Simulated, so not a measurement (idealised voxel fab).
voxel air gaps: a process module
We display cut, a cross-section 250 nm in width whose square cells are each 5 nm.
Format of a cross-section: grid, square cells. Given as bands. Order: top down. Band: one or more rows of cells.
Within each band entry, the heights of the top and of the bottom of the band appear first, in that order and in nm; the materials of the band then follow from left to right, each with its corresponding width in nm. The designation "full width" on a single material indicates that it fills the band from edge to edge; the designation "empty" indicates empty space.
Note: height 0 marks the level under which the wafer is uniformly one material as received. Lowest band unbounded below, written "z 0 and below".
Width spec "30 to 40" -> top row of cells at first value, bottom row at second value, equal per-row change in between.
You'll sometimes find "remained the same" written for a step, and that's the way of saying that nowhere in the cross-section did a cell change during that step.
"Closed void roster" specifies each empty space that is not open to the top and that occupies no fewer than 8 cells, using the form width x height at distance, the distance measured from the left edge and all three quantities in nm.
Where a step's line continues beyond its settings, the continuation is a remark by the simulator itself on that step.
If you see "overlay nm" on a step's line and that step has a mask, it's telling you how far right of where it was planned the mask ended up; a negative number means it went left instead.

## Steps planned for the process
1. RECEIVE: material Si
2. CONFORMAL_DEP: material SiO2, thk nm 15
3. CONFORMAL_DEP: material SiN, thk nm 5
4. DIRECTIONAL_DEP: material SiO2, thk nm 40
5. PATTERN: tone open, mask id LINES, material resist, width nm 25, pitch nm 55, thk nm 15, overlay nm 0
6. DIRECTIONAL_ETCH: etch materials SiO2, depth nm 40
7. STRIP: etch materials resist
8. CONFORMAL_DEP: material TiN, thk nm 5
9. FILL_DEP: material W, thk nm 5
10. CMP: height nm 60
11. EPI: material Ru, thk nm 10
12. SELECTIVE_ETCH: etch materials SiO2, depth nm 50
13. CONFORMAL_DEP: material SiN, thk nm 5

## First of two wafers: run as planned

## Cross-section of the wafer upon arrival, representing the state reached after step 1
  z 0 and below | Si full width
  Closed void roster: none

## State of the wafer after step 2, shown in cross-section
  z 15 to 0 | SiO2 full width
  Beneath the level 0, the cross-section is identical to its previous state.

## State of the wafer after step 3, shown in cross-section
  z 20 to 15 | SiN full width
  Beneath the level 15, the cross-section is identical to its previous state.

## State of the wafer after step 4, shown in cross-section
  z 60 to 20 | SiO2 full width
  Beneath the level 20, the cross-section is identical to its previous state.

## State of the wafer after step 5, shown in cross-section
  z 75 to 60 | resist 55, then empty 25, then resist 30, then empty 25, then resist 30, then empty 25, then resist 60
  Beneath the level 60, the cross-section is identical to its previous state.

## State of the wafer after step 6, shown in cross-section
  z 75 to 60 | resist 55, then empty 25, then resist 30, then empty 25, then resist 30, then empty 25, then resist 60
  z 60 to 20 | SiO2 55, then empty 25, then SiO2 30, then empty 25, then SiO2 30, then empty 25, then SiO2 60
  Beneath the level 20, the cross-section is identical to its previous state.

## State of the wafer after step 7, shown in cross-section
  z 60 to 20 | SiO2 55, then empty 25, then SiO2 30, then empty 25, then SiO2 30, then empty 25, then SiO2 60
  Beneath the level 20, the cross-section is identical to its previous state.

## State of the wafer after step 8, shown in cross-section
  z 65 to 60 | TiN 60, then empty 15, then TiN 40, then empty 15, then TiN 40, then empty 15, then TiN 65
  z 60 to 25 | SiO2 55, then TiN 5, then empty 15, then TiN 5, then SiO2 30, then TiN 5, then empty 15, then TiN 5, then SiO2 30, then TiN 5, then empty 15, then TiN 5, then SiO2 60
  z 25 to 20 | SiO2 55, then TiN 25, then SiO2 30, then TiN 25, then SiO2 30, then TiN 25, then SiO2 60
  Beneath the level 20, the cross-section is identical to its previous state.

## State of the wafer after step 9, shown in cross-section
  z 70 to 65 | W full width
  z 65 to 60 | TiN 60, then W 15, then TiN 40, then W 15, then TiN 40, then W 15, then TiN 65
  z 60 to 25 | SiO2 55, then TiN 5, then W 15, then TiN 5, then SiO2 30, then TiN 5, then W 15, then TiN 5, then SiO2 30, then TiN 5, then W 15, then TiN 5, then SiO2 60
  Beneath the level 25, the cross-section is identical to its previous state.

## State of the wafer after step 10, shown in cross-section
  z 60 to 25 | SiO2 55, then TiN 5, then W 15, then TiN 5, then SiO2 30, then TiN 5, then W 15, then TiN 5, then SiO2 30, then TiN 5, then W 15, then TiN 5, then SiO2 60
  Beneath the level 25, the cross-section is identical to its previous state.

## State of the wafer after step 11, shown in cross-section
  z 70 to 60 | empty 45, then Ru 45, then empty 10, then Ru 45, then empty 10, then Ru 45, then empty 50
  Beneath the level 60, the cross-section is identical to its previous state.

## State of the wafer after step 12, shown in cross-section
  z 70 to 60 | empty 45, then Ru 45, then empty 10, then Ru 45, then empty 10, then Ru 45, then empty 50
  z 60 to 25 | empty 55, then TiN 5, then W 15, then TiN 5, then empty 30, then TiN 5, then W 15, then TiN 5, then empty 30, then TiN 5, then W 15, then TiN 5, then empty 60
  z 25 to 20 | empty 55, then TiN 25, then empty 30, then TiN 25, then empty 30, then TiN 25, then empty 60
  Beneath the level 20, the cross-section is identical to its previous state.

## State of the wafer after step 13, shown in cross-section
  z 75 to 70 | empty 40, then SiN 165, then empty 45
  z 70 to 60 | empty 40, then SiN 5, then Ru 45, then SiN 10, then Ru 45, then SiN 10, then Ru 45, then SiN 5, then empty 45
  z 60 to 55 | empty 40, then SiN 15, then TiN 5, then W 15, then TiN 5, then SiN 30, then TiN 5, then W 15, then TiN 5, then SiN 30, then TiN 5, then W 15, then TiN 5, then SiN 15, then empty 45
  z 55 to 25 | empty 50, then SiN 5, then TiN 5, then W 15, then TiN 5, then SiN 5, then empty 20, then SiN 5, then TiN 5, then W 15, then TiN 5, then SiN 5, then empty 20, then SiN 5, then TiN 5, then W 15, then TiN 5, then SiN 5, then empty 55
  z 25 to 20 | SiN 55, then TiN 25, then SiN 30, then TiN 25, then SiN 30, then TiN 25, then SiN 60
  Beneath the level 20, the cross-section is identical to its previous state.
  Closed void roster: 20 x 30 at 85; 20 x 30 at 140

## Wafer two. Identical start, identical plan. One mistake in execution. Identical history through step 4

## Cross-section of the second wafer corresponding to the planned conclusion of step 5
  z 75 to 60 | resist 45, then empty 25, then resist 30, then empty 25, then resist 30, then empty 25, then resist 70
  Beneath the level 60, the cross-section is identical to its previous state.

## Cross-section of the second wafer corresponding to the planned conclusion of step 6
  z 75 to 60 | resist 45, then empty 25, then resist 30, then empty 25, then resist 30, then empty 25, then resist 70
  z 60 to 20 | SiO2 45, then empty 25, then SiO2 30, then empty 25, then SiO2 30, then empty 25, then SiO2 70
  Beneath the level 20, the cross-section is identical to its previous state.

## Cross-section of the second wafer corresponding to the planned conclusion of step 7
  z 60 to 20 | SiO2 45, then empty 25, then SiO2 30, then empty 25, then SiO2 30, then empty 25, then SiO2 70
  Beneath the level 20, the cross-section is identical to its previous state.

## Cross-section of the second wafer corresponding to the planned conclusion of step 8
  z 65 to 60 | TiN 50, then empty 15, then TiN 40, then empty 15, then TiN 40, then empty 15, then TiN 75
  z 60 to 25 | SiO2 45, then TiN 5, then empty 15, then TiN 5, then SiO2 30, then TiN 5, then empty 15, then TiN 5, then SiO2 30, then TiN 5, then empty 15, then TiN 5, then SiO2 70
  z 25 to 20 | SiO2 45, then TiN 25, then SiO2 30, then TiN 25, then SiO2 30, then TiN 25, then SiO2 70
  Beneath the level 20, the cross-section is identical to its previous state.

## Cross-section of the second wafer corresponding to the planned conclusion of step 9
  z 70 to 65 | W full width
  z 65 to 60 | TiN 50, then W 15, then TiN 40, then W 15, then TiN 40, then W 15, then TiN 75
  z 60 to 25 | SiO2 45, then TiN 5, then W 15, then TiN 5, then SiO2 30, then TiN 5, then W 15, then TiN 5, then SiO2 30, then TiN 5, then W 15, then TiN 5, then SiO2 70
  Beneath the level 25, the cross-section is identical to its previous state.

## Cross-section of the second wafer corresponding to the planned conclusion of step 10
  z 60 to 25 | SiO2 45, then TiN 5, then W 15, then TiN 5, then SiO2 30, then TiN 5, then W 15, then TiN 5, then SiO2 30, then TiN 5, then W 15, then TiN 5, then SiO2 70
  Beneath the level 25, the cross-section is identical to its previous state.

## Cross-section of the second wafer corresponding to the planned conclusion of step 11
  z 70 to 60 | empty 35, then Ru 45, then empty 10, then Ru 45, then empty 10, then Ru 45, then empty 60
  Beneath the level 60, the cross-section is identical to its previous state.

## Cross-section of the second wafer corresponding to the planned conclusion of step 12
  z 70 to 60 | empty 35, then Ru 45, then empty 10, then Ru 45, then empty 10, then Ru 45, then empty 60
  z 60 to 25 | empty 45, then TiN 5, then W 15, then TiN 5, then empty 30, then TiN 5, then W 15, then TiN 5, then empty 30, then TiN 5, then W 15, then TiN 5, then empty 70
  z 25 to 20 | empty 45, then TiN 25, then empty 30, then TiN 25, then empty 30, then TiN 25, then empty 70
  Beneath the level 20, the cross-section is identical to its previous state.

## Cross-section of the second wafer corresponding to the planned conclusion of step 13
  z 75 to 70 | empty 30, then SiN 165, then empty 55
  z 70 to 60 | empty 30, then SiN 5, then Ru 45, then SiN 10, then Ru 45, then SiN 10, then Ru 45, then SiN 5, then empty 55
  z 60 to 55 | empty 30, then SiN 15, then TiN 5, then W 15, then TiN 5, then SiN 30, then TiN 5, then W 15, then TiN 5, then SiN 30, then TiN 5, then W 15, then TiN 5, then SiN 15, then empty 55
  z 55 to 25 | empty 40, then SiN 5, then TiN 5, then W 15, then TiN 5, then SiN 5, then empty 20, then SiN 5, then TiN 5, then W 15, then TiN 5, then SiN 5, then empty 20, then SiN 5, then TiN 5, then W 15, then TiN 5, then SiN 5, then empty 65
  z 25 to 20 | SiN 45, then TiN 25, then SiN 30, then TiN 25, then SiN 30, then TiN 25, then SiN 70
  Beneath the level 20, the cross-section is identical to its previous state.
  Closed void roster: 20 x 30 at 75; 20 x 30 at 130
What was the processing mistake? contrary to plan, step 5 was performed as PATTERN: tone open, mask id LINES, material resist, width nm 25, pitch nm 55, thk nm 15, overlay nm -10
Matching per-material cell counts, mismatched positions: that is how the second wafer compares with the first at the end.
